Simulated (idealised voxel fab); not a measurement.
Presented below is a process module, voxel self aligned vias.
Cross-section cut spans 295 nm and uses square cells 5 nm in size.
Each cross-section below is a grid of square cells, stated as bands in top-down order, with one or more rows of cells making up each band. Each band's line starts with the height of the band's top and of its bottom, in nm. Then come its materials from left to right, each with its width in nm. One material with "edge to edge" fills the band from edge to edge. "empty" is empty space. Height 0 is the level under which the wafer as received is all one material. The lowest band goes on downwards, as in "0 and below". Graded width ("30->40"): value in top row of band = first number; value in bottom row = second number; row-to-row change constant. Step note "all unchanged" = no cross-section cell changed. Heads up: "Closed voids list" only lists the empty pockets with no open path to the top that are 8 cells or more, and it writes them as width x height at distance, distance from the left edge, in nm. That trailing text on a step's line, after the settings, is the simulator's own remark on the step. Each step line may optionally specify "overlay nm", which for a step with a mask gives the rightward distance between the mask's planned place and where it lay, a negative value indicating the leftward direction.
PLANNED PROCESS STEPS
- 1: RECEIVE [material Si]
- 2: CONFORMAL_DEP [material SiO2] [thk nm 10]
- 3: CONFORMAL_DEP [material SiCN] [thk nm 5]
- 4: DIRECTIONAL_DEP [material lowk] [thk nm 30]
- 5: DIRECTIONAL_DEP [material aC] [thk nm 15]
- 6: PATTERN [tone open] [mask id LINES] [material resist] [width nm 30] [pitch nm 70] [thk nm 35] [overlay nm 0]
- 7: DIRECTIONAL_ETCH [etch materials aC] [depth nm 15]
- 8: STRIP [etch materials resist]
- 9: DIRECTIONAL_ETCH [etch materials lowk] [depth nm 30]
- 10: STRIP [etch materials aC]
- 11: CONFORMAL_DEP [material TiN] [thk nm 5]
- 12: FILL_DEP [material W] [thk nm 10]
- 13: CMP [height nm 45]
- 14: SELECTIVE_ETCH [etch materials W Ru TiN] [depth nm 10]
- 15: FILL_DEP [material SiN] [thk nm 10]
- 16: CMP [height nm 45]
- 17: DIRECTIONAL_DEP [material lowk] [thk nm 20]
- 18: PATTERN [tone open] [mask id VIAS] [material resist] [width nm 40] [thk nm 15] [overlay nm 0]
- 19: DIRECTIONAL_ETCH [etch materials lowk] [depth nm 20]
- 20: DIRECTIONAL_ETCH [etch materials SiN] [depth nm 10]
- 21: STRIP [etch materials resist]
- 22: CONFORMAL_DEP [material TiN] [thk nm 5]
- 23: FILL_DEP [material W] [thk nm 5]
- 24: CMP [height nm 65]
- 25: CONFORMAL_DEP [material SiCN] [thk nm 5]
THE FIRST OF A SET OF TWO WAFERS, RUN TO PLAN
INCOMING WAFER IN CROSS-SECTION (STATE: AFTER STEP 1)
* 0 and below = Si edge to edge
* Closed voids list: none
CROSS-SECTION OF THE WAFER SUBSEQUENT TO STEP 2
* 10 down to 0 = SiO2 edge to edge
* Beneath the level 0, the cross-section is identical to its previous state.
CROSS-SECTION OF THE WAFER SUBSEQUENT TO STEP 3
* 15 down to 10 = SiCN edge to edge
* Beneath the level 10, the cross-section is identical to its previous state.
CROSS-SECTION OF THE WAFER SUBSEQUENT TO STEP 4
* 45 down to 15 = lowk edge to edge
* Beneath the level 15, the cross-section is identical to its previous state.
CROSS-SECTION OF THE WAFER SUBSEQUENT TO STEP 5
* 60 down to 45 = aC edge to edge
* Beneath the level 45, the cross-section is identical to its previous state.
CROSS-SECTION OF THE WAFER SUBSEQUENT TO STEP 6
* 95 down to 60 = resist: 95  empty: 30  resist: 40  empty: 30  resist: 100
* Beneath the level 60, the cross-section is identical to its previous state.
CROSS-SECTION OF THE WAFER SUBSEQUENT TO STEP 7
* 80 down to 60 = resist: 95  empty: 30  resist: 40  empty: 30  resist: 100
* 60 down to 45 = aC: 95  empty: 30  aC: 40  empty: 30  aC: 100
* Beneath the level 45, the cross-section is identical to its previous state.
CROSS-SECTION OF THE WAFER SUBSEQUENT TO STEP 8
* 60 down to 45 = aC: 95  empty: 30  aC: 40  empty: 30  aC: 100
* Beneath the level 45, the cross-section is identical to its previous state.
CROSS-SECTION OF THE WAFER SUBSEQUENT TO STEP 9
* 60 down to 45 = aC: 95  empty: 30  aC: 40  empty: 30  aC: 100
* 45 down to 15 = lowk: 95  empty: 30  lowk: 40  empty: 30  lowk: 100
* Beneath the level 15, the cross-section is identical to its previous state.
CROSS-SECTION OF THE WAFER SUBSEQUENT TO STEP 10
* 45 down to 15 = lowk: 95  empty: 30  lowk: 40  empty: 30  lowk: 100
* Beneath the level 15, the cross-section is identical to its previous state.
CROSS-SECTION OF THE WAFER SUBSEQUENT TO STEP 11
* 50 down to 45 = TiN: 100  empty: 20  TiN: 50  empty: 20  TiN: 105
* 45 down to 20 = lowk: 95  TiN: 5  empty: 20  TiN: 5  lowk: 40  TiN: 5  empty: 20  TiN: 5  lowk: 100
* 20 down to 15 = lowk: 95  TiN: 30  lowk: 40  TiN: 30  lowk: 100
* Beneath the level 15, the cross-section is identical to its previous state.
CROSS-SECTION OF THE WAFER SUBSEQUENT TO STEP 12
* 60 down to 50 = W edge to edge
* 50 down to 45 = TiN: 100  W: 20  TiN: 50  W: 20  TiN: 105
* 45 down to 20 = lowk: 95  TiN: 5  W: 20  TiN: 5  lowk: 40  TiN: 5  W: 20  TiN: 5  lowk: 100
* Beneath the level 20, the cross-section is identical to its previous state.
CROSS-SECTION OF THE WAFER SUBSEQUENT TO STEP 13
* 45 down to 20 = lowk: 95  TiN: 5  W: 20  TiN: 5  lowk: 40  TiN: 5  W: 20  TiN: 5  lowk: 100
* Beneath the level 20, the cross-section is identical to its previous state.
CROSS-SECTION OF THE WAFER SUBSEQUENT TO STEP 14
* 45 down to 35 = lowk: 95  empty: 30  lowk: 40  empty: 30  lowk: 100
* Beneath the level 35, the cross-section is identical to its previous state.
CROSS-SECTION OF THE WAFER SUBSEQUENT TO STEP 15
* 55 down to 45 = SiN edge to edge
* 45 down to 35 = lowk: 95  SiN: 30  lowk: 40  SiN: 30  lowk: 100
* Beneath the level 35, the cross-section is identical to its previous state.
CROSS-SECTION OF THE WAFER SUBSEQUENT TO STEP 16
* 45 down to 35 = lowk: 95  SiN: 30  lowk: 40  SiN: 30  lowk: 100
* Beneath the level 35, the cross-section is identical to its previous state.
CROSS-SECTION OF THE WAFER SUBSEQUENT TO STEP 17
* 65 down to 45 = lowk edge to edge
* Beneath the level 45, the cross-section is identical to its previous state.
CROSS-SECTION OF THE WAFER SUBSEQUENT TO STEP 18
* 80 down to 65 = resist: 90  empty: 40  resist: 165
* Beneath the level 65, the cross-section is identical to its previous state.
CROSS-SECTION OF THE WAFER SUBSEQUENT TO STEP 19
* 80 down to 65 = resist: 90  empty: 40  resist: 165
* 65 down to 45 = lowk: 90  empty: 40  lowk: 165
* Beneath the level 45, the cross-section is identical to its previous state.
CROSS-SECTION OF THE WAFER SUBSEQUENT TO STEP 20
* 80 down to 65 = resist: 90  empty: 40  resist: 165
* 65 down to 45 = lowk: 90  empty: 40  lowk: 165
* 45 down to 35 = lowk: 95  empty: 30  lowk: 40  SiN: 30  lowk: 100
* Beneath the level 35, the cross-section is identical to its previous state.
CROSS-SECTION OF THE WAFER SUBSEQUENT TO STEP 21
* 65 down to 45 = lowk: 90  empty: 40  lowk: 165
* Beneath the level 45, the cross-section is identical to its previous state.
CROSS-SECTION OF THE WAFER SUBSEQUENT TO STEP 22
* 70 down to 65 = TiN: 95  empty: 30  TiN: 170
* 65 down to 50 = lowk: 90  TiN: 5  empty: 30  TiN: 5  lowk: 165
* 50 down to 45 = lowk: 90  TiN: 10  empty: 20  TiN: 10  lowk: 165
* 45 down to 40 = lowk: 95  TiN: 5  empty: 20  TiN: 5  lowk: 40  SiN: 30  lowk: 100
* 40 down to 35 = lowk: 95  TiN: 30  lowk: 40  SiN: 30  lowk: 100
* Beneath the level 35, the cross-section is identical to its previous state.
CROSS-SECTION OF THE WAFER SUBSEQUENT TO STEP 23
* 75 down to 70 = W edge to edge
* 70 down to 65 = TiN: 95  W: 30  TiN: 170
* 65 down to 50 = lowk: 90  TiN: 5  W: 30  TiN: 5  lowk: 165
* 50 down to 45 = lowk: 90  TiN: 10  W: 20  TiN: 10  lowk: 165
* 45 down to 40 = lowk: 95  TiN: 5  W: 20  TiN: 5  lowk: 40  SiN: 30  lowk: 100
* Beneath the level 40, the cross-section is identical to its previous state.
CROSS-SECTION OF THE WAFER SUBSEQUENT TO STEP 24
* 65 down to 50 = lowk: 90  TiN: 5  W: 30  TiN: 5  lowk: 165
* Beneath the level 50, the cross-section is identical to its previous state.
CROSS-SECTION OF THE WAFER SUBSEQUENT TO STEP 25
* 70 down to 65 = SiCN edge to edge
* Beneath the level 65, the cross-section is identical to its previous state.
SECOND WAFER. START AND PLAN AS FOR THE FIRST. ONE MISTAKE MADE IN RUNNING. AGREES WITH THE FIRST UP TO AND INCLUDING STEP 2
SECOND WAFER, CUT VIEW, END OF STEP 3 PER PLAN
* 40 down to 10 = lowk edge to edge
* Beneath the level 10, the cross-section is identical to its previous state.
SECOND WAFER, CUT VIEW, END OF STEP 4 PER PLAN
* 45 down to 40 = SiCN edge to edge
* Beneath the level 40, the cross-section is identical to its previous state.
SECOND WAFER, CUT VIEW, END OF STEP 5 PER PLAN
* 60 down to 45 = aC edge to edge
* Beneath the level 45, the cross-section is identical to its previous state.
SECOND WAFER, CUT VIEW, END OF STEP 6 PER PLAN
* 95 down to 60 = resist: 95  empty: 30  resist: 40  empty: 30  resist: 100
* Beneath the level 60, the cross-section is identical to its previous state.
SECOND WAFER, CUT VIEW, END OF STEP 7 PER PLAN
* 80 down to 60 = resist: 95  empty: 30  resist: 40  empty: 30  resist: 100
* 60 down to 45 = aC: 95  empty: 30  aC: 40  empty: 30  aC: 100
* Beneath the level 45, the cross-section is identical to its previous state.
SECOND WAFER, CUT VIEW, END OF STEP 8 PER PLAN
* 60 down to 45 = aC: 95  empty: 30  aC: 40  empty: 30  aC: 100
* Beneath the level 45, the cross-section is identical to its previous state.
Second wafer, cut view, end of step 9 per plan: all unchanged
SECOND WAFER, CUT VIEW, END OF STEP 10 PER PLAN
* 45 down to 40 = SiCN edge to edge
* Beneath the level 40, the cross-section is identical to its previous state.
SECOND WAFER, CUT VIEW, END OF STEP 11 PER PLAN
* 50 down to 45 = TiN edge to edge
* Beneath the level 45, the cross-section is identical to its previous state.
SECOND WAFER, CUT VIEW, END OF STEP 12 PER PLAN
* 60 down to 50 = W edge to edge
* Beneath the level 50, the cross-section is identical to its previous state.
SECOND WAFER, CUT VIEW, END OF STEP 13 PER PLAN
* 45 down to 40 = SiCN edge to edge
* Beneath the level 40, the cross-section is identical to its previous state.
Second wafer, cut view, end of step 14 per plan: all unchanged
SECOND WAFER, CUT VIEW, END OF STEP 15 PER PLAN
* 55 down to 45 = SiN edge to edge
* Beneath the level 45, the cross-section is identical to its previous state.
SECOND WAFER, CUT VIEW, END OF STEP 16 PER PLAN
* 45 down to 40 = SiCN edge to edge
* Beneath the level 40, the cross-section is identical to its previous state.
SECOND WAFER, CUT VIEW, END OF STEP 17 PER PLAN
* 65 down to 45 = lowk edge to edge
* Beneath the level 45, the cross-section is identical to its previous state.
SECOND WAFER, CUT VIEW, END OF STEP 18 PER PLAN
* 80 down to 65 = resist: 90  empty: 40  resist: 165
* Beneath the level 65, the cross-section is identical to its previous state.
SECOND WAFER, CUT VIEW, END OF STEP 19 PER PLAN
* 80 down to 65 = resist: 90  empty: 40  resist: 165
* 65 down to 45 = lowk: 90  empty: 40  lowk: 165
* Beneath the level 45, the cross-section is identical to its previous state.
Second wafer, cut view, end of step 20 per plan: all unchanged
SECOND WAFER, CUT VIEW, END OF STEP 21 PER PLAN
* 65 down to 45 = lowk: 90  empty: 40  lowk: 165
* Beneath the level 45, the cross-section is identical to its previous state.
SECOND WAFER, CUT VIEW, END OF STEP 22 PER PLAN
* 70 down to 65 = TiN: 95  empty: 30  TiN: 170
* 65 down to 50 = lowk: 90  TiN: 5  empty: 30  TiN: 5  lowk: 165
* 50 down to 45 = lowk: 90  TiN: 40  lowk: 165
* Beneath the level 45, the cross-section is identical to its previous state.
SECOND WAFER, CUT VIEW, END OF STEP 23 PER PLAN
* 75 down to 70 = W edge to edge
* 70 down to 65 = TiN: 95  W: 30  TiN: 170
* 65 down to 50 = lowk: 90  TiN: 5  W: 30  TiN: 5  lowk: 165
* Beneath the level 50, the cross-section is identical to its previous state.
SECOND WAFER, CUT VIEW, END OF STEP 24 PER PLAN
* 65 down to 50 = lowk: 90  TiN: 5  W: 30  TiN: 5  lowk: 165
* Beneath the level 50, the cross-section is identical to its previous state.
SECOND WAFER, CUT VIEW, END OF STEP 25 PER PLAN
* 70 down to 65 = SiCN edge to edge
* Beneath the level 65, the cross-section is identical to its previous state.
The plan and the run diverged here: a sequencing error occurred in which plan steps 3 and 4 were transposed
Counted in cells at the end, the second wafer holds more or fewer of these materials than the first: -12 SiN | -28 TiN | -32 W | +72 lowk
